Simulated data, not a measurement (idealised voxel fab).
process module | voxel ribs on slabs
cross-section cut | 290 nm wide | cells 5 nm
A cross-section is a grid of square cells, given in bands from the top down. A band is one or more rows of cells.
Each band's line starts with the height of the band's top and of its bottom, in nm. Then come its materials from left to right, each with its width in nm. One material with "throughout" fills the band from edge to edge. "air" is empty space.
Height 0 is the level under which the wafer as received is all one material. The lowest band goes on downwards, as in "0 down".
A width such as "30 to 40" changes by the same amount from each row of cells to the next, from the band's top row to its bottom row.
"no change" after a step means that no cell of the cross-section changed.
closed voids: empty space of 8 cells or more with no open way to the top, each as width x height at its distance from the left edge, in nm
after a step's settings: what the simulator itself notes on the step
overlay nm, on a step with a mask: how far to the right of its planned place the mask lay; to the left if negative
plan
1 op RECEIVE | material Si
2 op DIRECTIONAL_DEP | material SiO2 | thk nm 25
3 op DIRECTIONAL_DEP | material SiN | thk nm 15
4 op DIRECTIONAL_DEP | material aC | thk nm 15
5 op PATTERN | tone cover | mask id RIB | material resist | width nm 25 | thk nm 30 | overlay nm 0
6 op DIRECTIONAL_ETCH | etch materials aC | depth nm 15
7 op STRIP | etch materials resist
8 op DIRECTIONAL_ETCH | etch materials SiN | depth nm 10
9 op STRIP | etch materials aC
10 op DIRECTIONAL_DEP | material aC | thk nm 10
11 op PATTERN | tone cover | mask id SLAB | material resist | width nm 85 | thk nm 25 | overlay nm 0
12 op DIRECTIONAL_ETCH | etch materials aC | depth nm 10
13 op STRIP | etch materials resist
14 op DIRECTIONAL_ETCH | etch materials SiN | depth nm 5
15 op STRIP | etch materials aC
16 op FILL_DEP | material SiO2 | thk nm 15
17 op CMP | height nm 50
18 op DIRECTIONAL_DEP | material TiN | thk nm 10
19 op DIRECTIONAL_DEP | material aC | thk nm 15
20 op PATTERN | tone cover | mask id HEATER | material resist | width nm 35 | thk nm 30 | overlay nm 0
21 op DIRECTIONAL_ETCH | etch materials aC | depth nm 15
22 op STRIP | etch materials resist
23 op DIRECTIONAL_ETCH | etch materials TiN | depth nm 10
24 op STRIP | etch materials aC
25 op CONFORMAL_DEP | material SiN | thk nm 10
as received, after step 1
  0 down: Si throughout
  closed voids: none
a wafer at the end: this start, this plan, one mistake
  70 to 60: air 115 | SiN 55 | air 120
  60 to 50: SiN 125 | TiN 35 | SiN 130
  50 to 35: SiO2 throughout
  35 to 25: SiO2 130 | SiN 25 | SiO2 135
  25 to 20: SiO2 100 | SiN 85 | SiO2 105
  20 to 0: SiO2 throughout
  0 down: Si throughout
  closed voids: none
what went wrong: step 2 ran as: op DIRECTIONAL_DEP | material SiO2 | thk nm 20
